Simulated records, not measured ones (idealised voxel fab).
process module | voxel spacer lines
cross-section cut | 235 nm wide | cells 5 nm
A cross-section is a grid of square cells, given in bands from the top down. A band is one or more rows of cells.
Each band's line starts with the height of the band's top and of its bottom, in nm. Then come its materials from left to right, each with its width in nm. One material with "throughout" fills the band from edge to edge. "air" is empty space.
Height 0 is the level under which the wafer as received is all one material. The lowest band goes on downwards, as in "0 down".
A width such as "30 to 40" changes by the same amount from each row of cells to the next, from the band's top row to its bottom row.
"no change" after a step means that no cell of the cross-section changed.
closed voids: empty space of 8 cells or more with no open way to the top, each as width x height at its distance from the left edge, in nm
after a step's settings: what the simulator itself notes on the step
overlay nm, on a step with a mask: how far to the right of its planned place the mask lay; to the left if negative
plan
1 op RECEIVE | material Si
2 op CONFORMAL_DEP | material Al2O3 | thk nm 10
3 op DIRECTIONAL_DEP | material SiN | thk nm 15
4 op DIRECTIONAL_DEP | material polySi | thk nm 20
5 op PATTERN | tone cover | mask id MANDREL | material resist | width nm 20 | pitch nm 70 | thk nm 25 | overlay nm 0
6 op DIRECTIONAL_ETCH | etch materials polySi | depth nm 20
7 op STRIP | etch materials resist
8 op CONFORMAL_DEP | material SiO2 | thk nm 5
9 op DIRECTIONAL_ETCH | etch materials SiO2 | depth nm 15
10 op STRIP | etch materials polySi
11 op DIRECTIONAL_ETCH | etch materials SiN | depth nm 15
12 op STRIP | etch materials SiO2
13 op FILL_DEP | material lowk | thk nm 5
14 op CMP | height nm 25
varied across the wafers: thk nm of step 8. The plan shows the first wafer's value. All wafers start alike
first wafer as received, after step 1
  0 down: Si throughout
  closed voids: none
each wafer at the end: cells of each material gained (+) or lost (-) since it was received, then its closed voids
thk nm 5 | +94 Al2O3 | +12 SiN | +129 lowk | closed voids: none
thk nm 10 | +94 Al2O3 | +24 SiN | +117 lowk | closed voids: none
thk nm 15 | +94 Al2O3 | +36 SiN | +105 lowk | closed voids: none
thk nm 20 | +94 Al2O3 | +141 SiN | closed voids: none
thk nm 25 | +94 Al2O3 | +141 SiN | closed voids: none
thk nm 30 | +94 Al2O3 | +141 SiN | closed voids: none
